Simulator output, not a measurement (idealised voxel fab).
process module | voxel lift off
cross-section cut | 295 nm wide | cells 5 nm
A cross-section is a grid of square cells, given in bands from the top down. A band is one or more rows of cells.
Each band's line starts with the height of the band's top and of its bottom, in nm. Then come its materials from left to right, each with its width in nm. One material with "throughout" fills the band from edge to edge. "air" is empty space.
Height 0 is the level under which the wafer as received is all one material. The lowest band goes on downwards, as in "0 down".
A width such as "30 to 40" changes by the same amount from each row of cells to the next, from the band's top row to its bottom row.
"no change" after a step means that no cell of the cross-section changed.
closed voids: empty space of 8 cells or more with no open way to the top, each as width x height at its distance from the left edge, in nm
after a step's settings: what the simulator itself notes on the step
overlay nm, on a step with a mask: how far to the right of its planned place the mask lay; to the left if negative
plan
1 op RECEIVE | material Si
2 op CONFORMAL_DEP | material SiN | thk nm 5
3 op PATTERN | tone open | mask id LINES | material resist | width nm 25 | pitch nm 55 | thk nm 30 | overlay nm 0
4 op DIRECTIONAL_DEP | material Ru | thk nm 15
5 op STRIP | etch materials resist
6 op CONFORMAL_DEP | material SiN | thk nm 10
first wafer, as planned
as received, after step 1
  0 down: Si throughout
  closed voids: none
after step 2
  5 to 0: SiN throughout
  below 0: unchanged
after step 3
  35 to 5: resist 50 | air 25 | resist 30 | air 25 | resist 30 | air 25 | resist 30 | air 25 | resist 55
  below 5: unchanged
after step 4
  50 to 35: Ru 50 | air 25 | Ru 30 | air 25 | Ru 30 | air 25 | Ru 30 | air 25 | Ru 55
  35 to 20: resist 50 | air 25 | resist 30 | air 25 | resist 30 | air 25 | resist 30 | air 25 | resist 55
  20 to 5: resist 50 | Ru 25 | resist 30 | Ru 25 | resist 30 | Ru 25 | resist 30 | Ru 25 | resist 55
  below 5: unchanged
after step 5
  20 to 5: air 50 | Ru 25 | air 30 | Ru 25 | air 30 | Ru 25 | air 30 | Ru 25 | air 55
  below 5: unchanged
after step 6
  30 to 20: air 40 | SiN 45 | air 10 | SiN 45 | air 10 | SiN 45 | air 10 | SiN 45 | air 45
  20 to 15: air 40 | SiN 10 | Ru 25 | SiN 10 | air 10 | SiN 10 | Ru 25 | SiN 10 | air 10 | SiN 10 | Ru 25 | SiN 10 | air 10 | SiN 10 | Ru 25 | SiN 10 | air 45
  15 to 5: SiN 50 | Ru 25 | SiN 30 | Ru 25 | SiN 30 | Ru 25 | SiN 30 | Ru 25 | SiN 55
  below 5: unchanged
second wafer: like start, like plan, one mistake. Through step 5 it matches the first wafer
when step 6 should have ended: no change
what went wrong: step 6 was left out
at the end the second wafer has, in cells: 166 fewer of SiN
